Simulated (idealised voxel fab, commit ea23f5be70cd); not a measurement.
Proc. module: voxel capacitor over wiring
Square cells of 5 nm make up the cross-section cut, whose width is 240 nm.
In what follows, cross-sections appear as grids of square cells, described through bands that run from the top down, where every band is one or more rows of cells.
Band entry format. Leading values: height of top, height of bottom, nm. Remainder: materials in left-to-right order, each with its width in nm. Special words: "everywhere" on a single material, which then fills the band edge to edge; "blank", empty space.
Height datum 0, below which the as-received substrate wafer is one material. Lowest band open at the bottom, running downward: "top 0, no bottom".
Graded width ("30 to 40"): value in top row of band = first number; value in bottom row = second number; row-to-row change constant.
"remained the same" -> step changed no cross-section cell.
Each empty space that has no open way to the top and spans at least 8 cells appears under "Closed cavities" as width x height at distance, the distance counted from the left edge, all in nm.
Whatever follows a step's settings on its line is a remark the simulator itself makes about that step.
overlay nm: mask offset rightward from planned place, masked step; negative means leftward offset.
Quick note on how to read the rest: it's all pairs. You get the cross-section before a process step and the one after, but the after one only goes down as far as the lowest band that changed. The step in between, with its settings, sits under the pair. Heads up, the pairs can come from different runs of this module on the same starting wafer, so don't assume a pair picks up from the one above unless its "before" entry says it does.
before:
> top 110, bottom 100 = 85 of aC / 15 of blank / 140 of aC
> top 100, bottom 85 = SiO2 everywhere
> top 85, bottom 80 = 70 of SiO2 / 70 of TiN / 100 of SiO2
> top 80, bottom 75 = 70 of SiO2 / 70 of HfO2 / 100 of SiO2
> top 75, bottom 65 = 70 of SiO2 / 70 of TiN / 100 of SiO2
> top 65, bottom 50 = 75 of SiO2 / 5 of TiN / 5 of Ru / 5 of TiN / 150 of SiO2
> top 50, bottom 45 = 75 of SiCN / 15 of TiN / 150 of SiCN
> top 45, bottom 20 = 65 of lowk / 5 of SiCN / 20 of Ru / 5 of SiCN / 45 of lowk / 5 of SiCN / 20 of Ru / 5 of SiCN / 70 of lowk
> top 20, bottom 15 = 70 of SiCN / 20 of TiN / 55 of SiCN / 20 of TiN / 75 of SiCN
> top 15, bottom 0 = SiO2 everywhere
> top 0, no bottom = Si everywhere
> Closed cavities: none
Cut View, Post-Step:
> top 110, bottom 100 = 85 of aC / 15 of blank / 140 of aC
> top 100, bottom 85 = 85 of SiO2 / 15 of blank / 140 of SiO2
> Note: structure below 85 unchanged.
> Closed cavities: none
Step that separates the before view from the after view above: DIRECTIONAL_ETCH,etch materials SiO2,depth nm 15
before: taken from the pair above, after panel.
Cut View, Post-Step:
> top 100, bottom 85 = 85 of SiO2 / 15 of blank / 140 of SiO2
> Note: structure below 85 unchanged.
> Closed cavities: none
Step that separates the before view from the after view above: STRIP,etch materials aC
before: taken from the pair above, after panel.
Cut View, Post-Step:
> top 105, bottom 100 = 90 of TiN / 5 of blank / 145 of TiN
> top 100, bottom 90 = 85 of SiO2 / 5 of TiN / 5 of blank / 5 of TiN / 140 of SiO2
> top 90, bottom 80 = 85 to 70 of SiO2 / 15 to 70 of TiN / 140 to 100 of SiO2
> Note: structure below 80 unchanged.
> Closed cavities: none
Step that separates the before view from the after view above: CONFORMAL_DEP,material TiN,thk nm 5
before: taken from the pair above, after panel.
Cut View, Post-Step:
> top 110, bottom 105 = W everywhere
> top 105, bottom 100 = 90 of TiN / 5 of W / 145 of TiN
> top 100, bottom 90 = 85 of SiO2 / 5 of TiN / 5 of W / 5 of TiN / 140 of SiO2
> Note: structure below 90 unchanged.
> Closed cavities: none
Step that separates the before view from the after view above: FILL_DEP,material W,thk nm 5
before: taken from the pair above, after panel.
Cut View, Post-Step:
> top 100, bottom 90 = 85 of SiO2 / 5 of TiN / 5 of W / 5 of TiN / 140 of SiO2
> Note: structure below 90 unchanged.
> Closed cavities: none
Step that separates the before view from the after view above: CMP,height nm 100
before: taken from the pair above, after panel.
Cut View, Post-Step:
> top 105, bottom 100 = SiCN everywhere
> Note: structure below 100 unchanged.
> Closed cavities: none
Step that separates the before view from the after view above: CONFORMAL_DEP,material SiCN,thk nm 5
before:
> top 60, bottom 45 = aC everywhere
> top 45, bottom 20 = Ru everywhere
> top 20, bottom 15 = TiN everywhere
> top 15, bottom 0 = SiO2 everywhere
> top 0, no bottom = Si everywhere
> Closed cavities: none
Cut View, Post-Step:
> top 95, bottom 60 = 65 of blank / 20 of resist / 55 of blank / 20 of resist / 80 of blank
> Note: structure below 60 unchanged.
> Closed cavities: none
Step that separates the before view from the after view above: PATTERN,tone cover,mask id METAL_1,material resist,width nm 20,pitch nm 75,thk nm 35,overlay nm -5
before: taken from the pair above, after panel.
Cut View, Post-Step:
> top 80, bottom 60 = 65 of blank / 20 of resist / 55 of blank / 20 of resist / 80 of blank
> top 60, bottom 45 = 65 of blank / 20 of aC / 55 of blank / 20 of aC / 80 of blank
> Note: structure below 45 unchanged.
> Closed cavities: none
Step that separates the before view from the after view above: DIRECTIONAL_ETCH,etch materials aC,depth nm 15
before: taken from the pair above, after panel.
Cut View, Post-Step:
> top 60, bottom 45 = 65 of blank / 20 of aC / 55 of blank / 20 of aC / 80 of blank
> Note: structure below 45 unchanged.
> Closed cavities: none
Step that separates the before view from the after view above: STRIP,etch materials resist
before: taken from the pair above, after panel.
Cut View, Post-Step:
> top 60, bottom 45 = 65 of blank / 20 of aC / 55 of blank / 20 of aC / 80 of blank
> top 45, bottom 20 = 65 of blank / 20 of Ru / 55 of blank / 20 of Ru / 80 of blank
> Note: structure below 20 unchanged.
> Closed cavities: none
Step that separates the before view from the after view above: DIRECTIONAL_ETCH,etch materials Ru,depth nm 25
before: taken from the pair above, after panel.
Cut View, Post-Step:
> top 60, bottom 45 = 65 of blank / 20 of aC / 55 of blank / 20 of aC / 80 of blank
> top 45, bottom 20 = 65 of blank / 20 of Ru / 55 of blank / 20 of Ru / 80 of blank
> top 20, bottom 15 = 65 of blank / 20 of TiN / 55 of blank / 20 of TiN / 80 of blank
> Note: structure below 15 unchanged.
> Closed cavities: none
Step that separates the before view from the after view above: DIRECTIONAL_ETCH,etch materials TiN,depth nm 5
before: taken from the pair above, after panel.
Cut View, Post-Step:
> top 45, bottom 20 = 65 of blank / 20 of Ru / 55 of blank / 20 of Ru / 80 of blank
> Note: structure below 20 unchanged.
> Closed cavities: none
Step that separates the before view from the after view above: STRIP,etch materials aC
before: taken from the pair above, after panel.
Cut View, Post-Step:
> top 50, bottom 45 = 60 of blank / 30 of SiCN / 45 of blank / 30 of SiCN / 75 of blank
> top 45, bottom 20 = 60 of blank / 5 of SiCN / 20 of Ru / 5 of SiCN / 45 of blank / 5 of SiCN / 20 of Ru / 5 of SiCN / 75 of blank
> top 20, bottom 15 = 65 of SiCN / 20 of TiN / 55 of SiCN / 20 of TiN / 80 of SiCN
> Note: structure below 15 unchanged.
> Closed cavities: none
Step that separates the before view from the after view above: CONFORMAL_DEP,material SiCN,thk nm 5
before: taken from the pair above, after panel.
Cut View, Post-Step:
> top 55, bottom 50 = lowk everywhere
> top 50, bottom 45 = 60 of lowk / 30 of SiCN / 45 of lowk / 30 of SiCN / 75 of lowk
> top 45, bottom 20 = 60 of lowk / 5 of SiCN / 20 of Ru / 5 of SiCN / 45 of lowk / 5 of SiCN / 20 of Ru / 5 of SiCN / 75 of lowk
> Note: structure below 20 unchanged.
> Closed cavities: none
Step that separates the before view from the after view above: FILL_DEP,material lowk,thk nm 5
before: taken from the pair above, after panel.
Cut View, Post-Step:
> top 45, bottom 20 = 60 of lowk / 5 of SiCN / 20 of Ru / 5 of SiCN / 45 of lowk / 5 of SiCN / 20 of Ru / 5 of SiCN / 75 of lowk
> Note: structure below 20 unchanged.
> Closed cavities: none
Step that separates the before view from the after view above: CMP,height nm 45
before: taken from the pair above, after panel.
Cut View, Post-Step:
> top 50, bottom 45 = SiCN everywhere
> Note: structure below 45 unchanged.
> Closed cavities: none
Step that separates the before view from the after view above: CONFORMAL_DEP,material SiCN,thk nm 5
before: taken from the pair above, after panel.
Cut View, Post-Step:
> top 65, bottom 50 = SiO2 everywhere
> Note: structure below 50 unchanged.
> Closed cavities: none
Step that separates the before view from the after view above: DIRECTIONAL_DEP,material SiO2,thk nm 15
before: taken from the pair above, after panel.
Cut View, Post-Step:
> top 85, bottom 65 = 75 of resist / 15 of blank / 150 of resist
> Note: structure below 65 unchanged.
> Closed cavities: none
Step that separates the before view from the after view above: PATTERN,tone open,mask id PLUG_1,material resist,width nm 15,thk nm 20,overlay nm 0
before: taken from the pair above, after panel.
Cut View, Post-Step:
> top 85, bottom 65 = 75 of resist / 15 of blank / 150 of resist
> top 65, bottom 50 = 75 of SiO2 / 15 of blank / 150 of SiO2
> Note: structure below 50 unchanged.
> Closed cavities: none
Step that separates the before view from the after view above: DIRECTIONAL_ETCH,etch materials SiO2,depth nm 15
before: taken from the pair above, after panel.
Cut View, Post-Step:
> top 85, bottom 65 = 75 of resist / 15 of blank / 150 of resist
> top 65, bottom 50 = 75 of SiO2 / 15 of blank / 150 of SiO2
> top 50, bottom 45 = 75 of SiCN / 15 of blank / 150 of SiCN
> Note: structure below 45 unchanged.
> Closed cavities: none
Step that separates the before view from the after view above: DIRECTIONAL_ETCH,etch materials SiCN,depth nm 5
before: taken from the pair above, after panel.
Cut View, Post-Step:
> top 65, bottom 50 = 75 of SiO2 / 15 of blank / 150 of SiO2
> Note: structure below 50 unchanged.
> Closed cavities: none
Step that separates the before view from the after view above: STRIP,etch materials resist
before: taken from the pair above, after panel.
Cut View, Post-Step:
> top 70, bottom 65 = 80 of TiN / 5 of blank / 155 of TiN
> top 65, bottom 50 = 75 of SiO2 / 5 of TiN / 5 of blank / 5 of TiN / 150 of SiO2
> top 50, bottom 45 = 75 of SiCN / 15 of TiN / 150 of SiCN
> Note: structure below 45 unchanged.
> Closed cavities: none
Step that separates the before view from the after view above: CONFORMAL_DEP,material TiN,thk nm 5
before: taken from the pair above, after panel.
Cut View, Post-Step:
> top 75, bottom 70 = Ru everywhere
> top 70, bottom 65 = 80 of TiN / 5 of Ru / 155 of TiN
> top 65, bottom 50 = 75 of SiO2 / 5 of TiN / 5 of Ru / 5 of TiN / 150 of SiO2
> Note: structure below 50 unchanged.
> Closed cavities: none
Step that separates the before view from the after view above: FILL_DEP,material Ru,thk nm 5
before: taken from the pair above, after panel.
Cut View, Post-Step:
> top 65, bottom 50 = 75 of SiO2 / 5 of TiN / 5 of Ru / 5 of TiN / 150 of SiO2
> Note: structure below 50 unchanged.
> Closed cavities: none
Step that separates the before view from the after view above: CMP,height nm 65
before: taken from the pair above, after panel.
Cut View, Post-Step:
> top 75, bottom 65 = TiN everywhere
> Note: structure below 65 unchanged.
> Closed cavities: none
Step that separates the before view from the after view above: DIRECTIONAL_DEP,material TiN,thk nm 10
before: taken from the pair above, after panel.
Cut View, Post-Step:
> top 80, bottom 75 = HfO2 everywhere
> Note: structure below 75 unchanged.
> Closed cavities: none
Step that separates the before view from the after view above: DIRECTIONAL_DEP,material HfO2,thk nm 5
before: taken from the pair above, after panel.
Cut View, Post-Step:
> top 85, bottom 80 = TiN everywhere
> Note: structure below 80 unchanged.
> Closed cavities: none
Step that separates the before view from the after view above: DIRECTIONAL_DEP,material TiN,thk nm 5
before: taken from the pair above, after panel.
Cut View, Post-Step:
> top 85, bottom 80 = 75 of blank / 60 of TiN / 105 of blank
> Note: structure below 80 unchanged.
> Closed cavities: none
Step that separates the before view from the after view above: MASKED_ETCH,tone cover,mask id UPPER_PLATE,width nm 60,etch materials TiN,depth nm 5,overlay nm 0
before: taken from the pair above, after panel.
Cut View, Post-Step:
> top 85, bottom 80 = 75 of blank / 60 of TiN / 105 of blank
> top 80, bottom 75 = 75 of blank / 60 of HfO2 / 105 of blank
> Note: structure below 75 unchanged.
> Closed cavities: none
Step that separates the before view from the after view above: MASKED_ETCH,tone cover,mask id UPPER_PLATE,width nm 60,etch materials HfO2,depth nm 5,overlay nm 0
before: taken from the pair above, after panel.
Cut View, Post-Step:
> top 100, bottom 85 = 70 of blank / 70 of resist / 100 of blank
> top 85, bottom 80 = 70 of blank / 5 of resist / 60 of TiN / 5 of resist / 100 of blank
> top 80, bottom 75 = 70 of blank / 5 of resist / 60 of HfO2 / 5 of resist / 100 of blank
> Note: structure below 75 unchanged.
> Closed cavities: none
Step that separates the before view from the after view above: PATTERN,tone cover,mask id LOWER_PLATE,material resist,width nm 70,thk nm 15,overlay nm 0
before: taken from the pair above, after panel.
Cut View, Post-Step:
> top 100, bottom 85 = 70 of blank / 70 of resist / 100 of blank
> top 85, bottom 80 = 70 of blank / 5 of resist / 60 of TiN / 5 of resist / 100 of blank
> top 80, bottom 75 = 70 of blank / 5 of resist / 60 of HfO2 / 5 of resist / 100 of blank
> top 75, bottom 65 = 70 of blank / 70 of TiN / 100 of blank
> Note: structure below 65 unchanged.
> Closed cavities: none
Step that separates the before view from the after view above: DIRECTIONAL_ETCH,etch materials TiN,depth nm 10
before: taken from the pair above, after panel.
Cut View, Post-Step:
> top 85, bottom 80 = 75 of blank / 60 of TiN / 105 of blank
> top 80, bottom 75 = 75 of blank / 60 of HfO2 / 105 of blank
> Note: structure below 75 unchanged.
> Closed cavities: none
Step that separates the before view from the after view above: STRIP,etch materials resist
before: taken from the pair above, after panel.
Cut View, Post-Step:
> top 105, bottom 85 = SiO2 everywhere
> top 85, bottom 80 = 75 of SiO2 / 60 of TiN / 105 of SiO2
> top 80, bottom 75 = 75 of SiO2 / 60 of HfO2 / 105 of SiO2
> top 75, bottom 65 = 70 of SiO2 / 70 of TiN / 100 of SiO2
> Note: structure below 65 unchanged.
> Closed cavities: none
Step that separates the before view from the after view above: FILL_DEP,material SiO2,thk nm 20
before: taken from the pair above, after panel.
Cut View, Post-Step:
> top 100, bottom 85 = SiO2 everywhere
> Note: structure below 85 unchanged.
> Closed cavities: none
Step that separates the before view from the after view above: CMP,height nm 100
before: taken from the pair above, after panel.
Cut View, Post-Step:
> top 110, bottom 100 = aC everywhere
> Note: structure below 100 unchanged.
> Closed cavities: none
Step that separates the before view from the after view above: DIRECTIONAL_DEP,material aC,thk nm 10
before: taken from the pair above, after panel.
Cut View, Post-Step:
> top 140, bottom 110 = 85 of resist / 15 of blank / 140 of resist
> Note: structure below 110 unchanged.
> Closed cavities: none
Step that separates the before view from the after view above: PATTERN,tone open,mask id PLUG_2,material resist,width nm 15,thk nm 30,overlay nm 0
before: taken from the pair above, after panel.
Cut View, Post-Step:
> top 130, bottom 110 = 85 of resist / 15 of blank / 140 of resist
> top 110, bottom 100 = 85 of aC / 15 of blank / 140 of aC
> Note: structure below 100 unchanged.
> Closed cavities: none
Step that separates the before view from the after view above: DIRECTIONAL_ETCH,etch materials aC,depth nm 10
before: taken from the pair above, after panel.
Cut View, Post-Step:
> top 110, bottom 100 = 85 of aC / 15 of blank / 140 of aC
> Note: structure below 100 unchanged.
> Closed cavities: none
Step that separates the before view from the after view above: STRIP,etch materials resist
before: taken from the pair above, after panel.
Cut View, Post-Step:
> top 110, bottom 100 = 85 of aC / 15 of blank / 140 of aC
> top 100, bottom 85 = 85 of SiO2 / 15 of blank / 140 of SiO2
> Note: structure below 85 unchanged.
> Closed cavities: none
Step that separates the before view from the after view above: DIRECTIONAL_ETCH,etch materials SiO2,depth nm 15
before: taken from the pair above, after panel.
Cut View, Post-Step:
> top 100, bottom 85 = 85 of SiO2 / 15 of blank / 140 of SiO2
> Note: structure below 85 unchanged.
> Closed cavities: none
Step that separates the before view from the after view above: STRIP,etch materials aC
before: taken from the pair above, after panel.
Cut View, Post-Step:
> top 105, bottom 100 = 90 of TiN / 5 of blank / 145 of TiN
> top 100, bottom 90 = 85 of SiO2 / 5 of TiN / 5 of blank / 5 of TiN / 140 of SiO2
> top 90, bottom 80 = 85 to 75 of SiO2 / 15 to 60 of TiN / 140 to 105 of SiO2
> Note: structure below 80 unchanged.
> Closed cavities: none
Step that separates the before view from the after view above: CONFORMAL_DEP,material TiN,thk nm 5
before: taken from the pair above, after panel.
Cut View, Post-Step:
> top 110, bottom 105 = W everywhere
> top 105, bottom 100 = 90 of TiN / 5 of W / 145 of TiN
> top 100, bottom 90 = 85 of SiO2 / 5 of TiN / 5 of W / 5 of TiN / 140 of SiO2
> Note: structure below 90 unchanged.
> Closed cavities: none
Step that separates the before view from the after view above: FILL_DEP,material W,thk nm 5
before: taken from the pair above, after panel.
Cut View, Post-Step:
> top 100, bottom 90 = 85 of SiO2 / 5 of TiN / 5 of W / 5 of TiN / 140 of SiO2
> Note: structure below 90 unchanged.
> Closed cavities: none
Step that separates the before view from the after view above: CMP,height nm 100
before: taken from the pair above, after panel.
Cut View, Post-Step:
> top 105, bottom 100 = SiCN everywhere
> Note: structure below 100 unchanged.
> Closed cavities: none
Step that separates the before view from the after view above: CONFORMAL_DEP,material SiCN,thk nm 5
before:
> top 50, bottom 45 = 65 of blank / 30 of SiCN / 45 of blank / 30 of SiCN / 70 of blank
> top 45, bottom 20 = 65 of blank / 5 of SiCN / 20 of Ru / 5 of SiCN / 45 of blank / 5 of SiCN / 20 of Ru / 5 of SiCN / 70 of blank
> top 20, bottom 15 = 70 of SiCN / 20 of TiN / 55 of SiCN / 20 of TiN / 75 of SiCN
> top 15, bottom 0 = SiO2 everywhere
> top 0, no bottom = Si everywhere
> Closed cavities: none
Cut View, Post-Step:
> top 55, bottom 50 = aC everywhere
> top 50, bottom 45 = 65 of aC / 30 of SiCN / 45 of aC / 30 of SiCN / 70 of aC
> top 45, bottom 20 = 65 of aC / 5 of SiCN / 20 of Ru / 5 of SiCN / 45 of aC / 5 of SiCN / 20 of Ru / 5 of SiCN / 70 of aC
> Note: structure below 20 unchanged.
> Closed cavities: none
Step that separates the before view from the after view above: FILL_DEP,material aC,thk nm 5
before: taken from the pair above, after panel.
Cut View, Post-Step:
> top 45, bottom 20 = 65 of aC / 5 of SiCN / 20 of Ru / 5 of SiCN / 45 of aC / 5 of SiCN / 20 of Ru / 5 of SiCN / 70 of aC
> Note: structure below 20 unchanged.
> Closed cavities: none
Step that separates the before view from the after view above: CMP,height nm 45
before: taken from the pair above, after panel.
Cut View, Post-Step:
> top 50, bottom 45 = SiCN everywhere
> Note: structure below 45 unchanged.
> Closed cavities: none
Step that separates the before view from the after view above: CONFORMAL_DEP,material SiCN,thk nm 5
before: taken from the pair above, after panel.
Cut View, Post-Step:
> top 65, bottom 50 = SiO2 everywhere
> Note: structure below 50 unchanged.
> Closed cavities: none
Step that separates the before view from the after view above: DIRECTIONAL_DEP,material SiO2,thk nm 15
before: taken from the pair above, after panel.
Cut View, Post-Step:
> top 85, bottom 65 = 75 of resist / 15 of blank / 150 of resist
> Note: structure below 65 unchanged.
> Closed cavities: none
Step that separates the before view from the after view above: PATTERN,tone open,mask id PLUG_1,material resist,width nm 15,thk nm 20,overlay nm 0
before: taken from the pair above, after panel.
Cut View, Post-Step:
> top 85, bottom 65 = 75 of resist / 15 of blank / 150 of resist
> top 65, bottom 50 = 75 of SiO2 / 15 of blank / 150 of SiO2
> Note: structure below 50 unchanged.
> Closed cavities: none
Step that separates the before view from the after view above: DIRECTIONAL_ETCH,etch materials SiO2,depth nm 15
before: taken from the pair above, after panel.
Cut View, Post-Step:
> top 85, bottom 65 = 75 of resist / 15 of blank / 150 of resist
> top 65, bottom 50 = 75 of SiO2 / 15 of blank / 150 of SiO2
> top 50, bottom 45 = 75 of SiCN / 15 of blank / 150 of SiCN
> Note: structure below 45 unchanged.
> Closed cavities: none
Step that separates the before view from the after view above: DIRECTIONAL_ETCH,etch materials SiCN,depth nm 5
before: taken from the pair above, after panel.
Cut View, Post-Step:
> top 65, bottom 50 = 75 of SiO2 / 15 of blank / 150 of SiO2
> Note: structure below 50 unchanged.
> Closed cavities: none
Step that separates the before view from the after view above: STRIP,etch materials resist
before: taken from the pair above, after panel.
Cut View, Post-Step:
> top 70, bottom 65 = 80 of TiN / 5 of blank / 155 of TiN
> top 65, bottom 50 = 75 of SiO2 / 5 of TiN / 5 of blank / 5 of TiN / 150 of SiO2
> top 50, bottom 45 = 75 of SiCN / 15 of TiN / 150 of SiCN
> Note: structure below 45 unchanged.
> Closed cavities: none
Step that separates the before view from the after view above: CONFORMAL_DEP,material TiN,thk nm 5
before: taken from the pair above, after panel.
Cut View, Post-Step:
> top 75, bottom 70 = Ru everywhere
> top 70, bottom 65 = 80 of TiN / 5 of Ru / 155 of TiN
> top 65, bottom 50 = 75 of SiO2 / 5 of TiN / 5 of Ru / 5 of TiN / 150 of SiO2
> Note: structure below 50 unchanged.
> Closed cavities: none
Step that separates the before view from the after view above: FILL_DEP,material Ru,thk nm 5
before: taken from the pair above, after panel.
Cut View, Post-Step:
> top 65, bottom 50 = 75 of SiO2 / 5 of TiN / 5 of Ru / 5 of TiN / 150 of SiO2
> Note: structure below 50 unchanged.
> Closed cavities: none
Step that separates the before view from the after view above: CMP,height nm 65
before: taken from the pair above, after panel.
Cut View, Post-Step:
> top 75, bottom 65 = TiN everywhere
> Note: structure below 65 unchanged.
> Closed cavities: none
Step that separates the before view from the after view above: DIRECTIONAL_DEP,material TiN,thk nm 10
before: taken from the pair above, after panel.
Cut View, Post-Step:
> top 80, bottom 75 = HfO2 everywhere
> Note: structure below 75 unchanged.
> Closed cavities: none
Step that separates the before view from the after view above: DIRECTIONAL_DEP,material HfO2,thk nm 5
before: taken from the pair above, after panel.
Cut View, Post-Step:
> top 85, bottom 80 = TiN everywhere
> Note: structure below 80 unchanged.
> Closed cavities: none
Step that separates the before view from the after view above: DIRECTIONAL_DEP,material TiN,thk nm 5
before: taken from the pair above, after panel.
Cut View, Post-Step:
> top 85, bottom 80 = 75 of blank / 60 of TiN / 105 of blank
> Note: structure below 80 unchanged.
> Closed cavities: none
Step that separates the before view from the after view above: MASKED_ETCH,tone cover,mask id UPPER_PLATE,width nm 60,etch materials TiN,depth nm 5,overlay nm 0
before: taken from the pair above, after panel.
Cut View, Post-Step:
> top 85, bottom 80 = 75 of blank / 60 of TiN / 105 of blank
> top 80, bottom 75 = 75 of blank / 60 of HfO2 / 105 of blank
> Note: structure below 75 unchanged.
> Closed cavities: none
Step that separates the before view from the after view above: MASKED_ETCH,tone cover,mask id UPPER_PLATE,width nm 60,etch materials HfO2,depth nm 5,overlay nm 0
before: taken from the pair above, after panel.
Cut View, Post-Step:
> top 100, bottom 85 = 70 of blank / 70 of resist / 100 of blank
> top 85, bottom 80 = 70 of blank / 5 of resist / 60 of TiN / 5 of resist / 100 of blank
> top 80, bottom 75 = 70 of blank / 5 of resist / 60 of HfO2 / 5 of resist / 100 of blank
> Note: structure below 75 unchanged.
> Closed cavities: none
Step that separates the before view from the after view above: PATTERN,tone cover,mask id LOWER_PLATE,material resist,width nm 70,thk nm 15,overlay nm 0
before: taken from the pair above, after panel.
Cut View, Post-Step:
> top 100, bottom 85 = 70 of blank / 70 of resist / 100 of blank
> top 85, bottom 80 = 70 of blank / 5 of resist / 60 of TiN / 5 of resist / 100 of blank
> top 80, bottom 75 = 70 of blank / 5 of resist / 60 of HfO2 / 5 of resist / 100 of blank
> top 75, bottom 65 = 70 of blank / 70 of TiN / 100 of blank
> Note: structure below 65 unchanged.
> Closed cavities: none
Step that separates the before view from the after view above: DIRECTIONAL_ETCH,etch materials TiN,depth nm 10
before: taken from the pair above, after panel.
Cut View, Post-Step:
> top 85, bottom 80 = 75 of blank / 60 of TiN / 105 of blank
> top 80, bottom 75 = 75 of blank / 60 of HfO2 / 105 of blank
> Note: structure below 75 unchanged.
> Closed cavities: none
Step that separates the before view from the after view above: STRIP,etch materials resist
before: taken from the pair above, after panel.
Cut View, Post-Step:
> top 105, bottom 85 = SiO2 everywhere
> top 85, bottom 80 = 75 of SiO2 / 60 of TiN / 105 of SiO2
> top 80, bottom 75 = 75 of SiO2 / 60 of HfO2 / 105 of SiO2
> top 75, bottom 65 = 70 of SiO2 / 70 of TiN / 100 of SiO2
> Note: structure below 65 unchanged.
> Closed cavities: none
Step that separates the before view from the after view above: FILL_DEP,material SiO2,thk nm 20
before: taken from the pair above, after panel.
Cut View, Post-Step:
> top 100, bottom 85 = SiO2 everywhere
> Note: structure below 85 unchanged.
> Closed cavities: none
Step that separates the before view from the after view above: CMP,height nm 100
before: taken from the pair above, after panel.
Cut View, Post-Step:
> top 110, bottom 100 = aC everywhere
> Note: structure below 100 unchanged.
> Closed cavities: none
Step that separates the before view from the after view above: DIRECTIONAL_DEP,material aC,thk nm 10
before: taken from the pair above, after panel.
Cut View, Post-Step:
> top 140, bottom 110 = 85 of resist / 15 of blank / 140 of resist
> Note: structure below 110 unchanged.
> Closed cavities: none
Step that separates the before view from the after view above: PATTERN,tone open,mask id PLUG_2,material resist,width nm 15,thk nm 30,overlay nm 0
before: taken from the pair above, after panel.
Cut View, Post-Step:
> top 130, bottom 110 = 85 of resist / 15 of blank / 140 of resist
> top 110, bottom 100 = 85 of aC / 15 of blank / 140 of aC
> Note: structure below 100 unchanged.
> Closed cavities: none
Step that separates the before view from the after view above: DIRECTIONAL_ETCH,etch materials aC,depth nm 10
before: taken from the pair above, after panel.
Cut View, Post-Step:
> top 110, bottom 100 = 85 of aC / 15 of blank / 140 of aC
> Note: structure below 100 unchanged.
> Closed cavities: none
Step that separates the before view from the after view above: STRIP,etch materials resist
before: taken from the pair above, after panel.
Cut View, Post-Step:
> top 110, bottom 100 = 85 of aC / 15 of blank / 140 of aC
> top 100, bottom 85 = 85 of SiO2 / 15 of blank / 140 of SiO2
> Note: structure below 85 unchanged.
> Closed cavities: none
Step that separates the before view from the after view above: DIRECTIONAL_ETCH,etch materials SiO2,depth nm 15
before: taken from the pair above, after panel.
Cut View, Post-Step:
> top 100, bottom 85 = 85 of SiO2 / 15 of blank / 140 of SiO2
> Note: structure below 85 unchanged.
> Closed cavities: none
Step that separates the before view from the after view above: STRIP,etch materials aC
before: taken from the pair above, after panel.
Cut View, Post-Step:
> top 105, bottom 100 = 90 of TiN / 5 of blank / 145 of TiN
> top 100, bottom 90 = 85 of SiO2 / 5 of TiN / 5 of blank / 5 of TiN / 140 of SiO2
> top 90, bottom 80 = 85 to 75 of SiO2 / 15 to 60 of TiN / 140 to 105 of SiO2
> Note: structure below 80 unchanged.
> Closed cavities: none
Step that separates the before view from the after view above: CONFORMAL_DEP,material TiN,thk nm 5
before: taken from the pair above, after panel.
Cut View, Post-Step:
> top 110, bottom 105 = W everywhere
> top 105, bottom 100 = 90 of TiN / 5 of W / 145 of TiN
> top 100, bottom 90 = 85 of SiO2 / 5 of TiN / 5 of W / 5 of TiN / 140 of SiO2
> Note: structure below 90 unchanged.
> Closed cavities: none
Step that separates the before view from the after view above: FILL_DEP,material W,thk nm 5
before: taken from the pair above, after panel.
Cut View, Post-Step:
> top 100, bottom 90 = 85 of SiO2 / 5 of TiN / 5 of W / 5 of TiN / 140 of SiO2
> Note: structure below 90 unchanged.
> Closed cavities: none
Step that separates the before view from the after view above: CMP,height nm 100
before: taken from the pair above, after panel.
Cut View, Post-Step:
> top 105, bottom 100 = SiCN everywhere
> Note: structure below 100 unchanged.
> Closed cavities: none
Step that separates the before view from the after view above: CONFORMAL_DEP,material SiCN,thk nm 5
before:
> top 65, bottom 50 = SiO2 everywhere
> top 50, bottom 45 = SiCN everywhere
> top 45, bottom 20 = 65 of lowk / 5 of SiCN / 20 of Ru / 5 of SiCN / 45 of lowk / 5 of SiCN / 20 of Ru / 5 of SiCN / 70 of lowk
> top 20, bottom 15 = 70 of SiCN / 20 of TiN / 55 of SiCN / 20 of TiN / 75 of SiCN
> top 15, bottom 0 = SiO2 everywhere
> top 0, no bottom = Si everywhere
> Closed cavities: none
Cut View, Post-Step:
> top 85, bottom 65 = 75 of blank / 15 of resist / 150 of blank
> Note: structure below 65 unchanged.
> Closed cavities: none
Step that separates the before view from the after view above: PATTERN,tone cover,mask id PLUG_1,material resist,width nm 15,thk nm 20,overlay nm 0
before: taken from the pair above, after panel.
Cut View, Post-Step:
> top 85, bottom 65 = 75 of blank / 15 of resist / 150 of blank
> top 65, bottom 50 = 75 of blank / 15 of SiO2 / 150 of blank
> Note: structure below 50 unchanged.
> Closed cavities: none
Step that separates the before view from the after view above: DIRECTIONAL_ETCH,etch materials SiO2,depth nm 15
before: taken from the pair above, after panel.
Cut View, Post-Step:
> top 85, bottom 65 = 75 of blank / 15 of resist / 150 of blank
> top 65, bottom 50 = 75 of blank / 15 of SiO2 / 150 of blank
> top 50, bottom 45 = 75 of blank / 15 of SiCN / 150 of blank
> Note: structure below 45 unchanged.
> Closed cavities: none
Step that separates the before view from the after view above: DIRECTIONAL_ETCH,etch materials SiCN,depth nm 5
before: taken from the pair above, after panel.
Cut View, Post-Step:
> top 65, bottom 50 = 75 of blank / 15 of SiO2 / 150 of blank
> Note: structure below 50 unchanged.
> Closed cavities: none
Step that separates the before view from the after view above: STRIP,etch materials resist
before: taken from the pair above, after panel.
Cut View, Post-Step:
> top 70, bottom 65 = 70 of blank / 25 of TiN / 145 of blank
> top 65, bottom 50 = 70 of blank / 5 of TiN / 15 of SiO2 / 5 of TiN / 145 of blank
> top 50, bottom 45 = 75 of TiN / 15 of SiCN / 150 of TiN
> Note: structure below 45 unchanged.
> Closed cavities: none
Step that separates the before view from the after view above: CONFORMAL_DEP,material TiN,thk nm 5
before: taken from the pair above, after panel.
Cut View, Post-Step:
> top 75, bottom 70 = Ru everywhere
> top 70, bottom 65 = 70 of Ru / 25 of TiN / 145 of Ru
> top 65, bottom 50 = 70 of Ru / 5 of TiN / 15 of SiO2 / 5 of TiN / 145 of Ru
> Note: structure below 50 unchanged.
> Closed cavities: none
Step that separates the before view from the after view above: FILL_DEP,material Ru,thk nm 5
before: taken from the pair above, after panel.
Cut View, Post-Step:
> top 65, bottom 50 = 70 of Ru / 5 of TiN / 15 of SiO2 / 5 of TiN / 145 of Ru
> Note: structure below 50 unchanged.
> Closed cavities: none
Step that separates the before view from the after view above: CMP,height nm 65
before: taken from the pair above, after panel.
Cut View, Post-Step:
> top 75, bottom 65 = TiN everywhere
> Note: structure below 65 unchanged.
> Closed cavities: none
Step that separates the before view from the after view above: DIRECTIONAL_DEP,material TiN,thk nm 10
before: taken from the pair above, after panel.
Cut View, Post-Step:
> top 80, bottom 75 = HfO2 everywhere
> Note: structure below 75 unchanged.
> Closed cavities: none
Step that separates the before view from the after view above: DIRECTIONAL_DEP,material HfO2,thk nm 5
before: taken from the pair above, after panel.
Cut View, Post-Step:
> top 85, bottom 80 = TiN everywhere
> Note: structure below 80 unchanged.
> Closed cavities: none
Step that separates the before view from the after view above: DIRECTIONAL_DEP,material TiN,thk nm 5
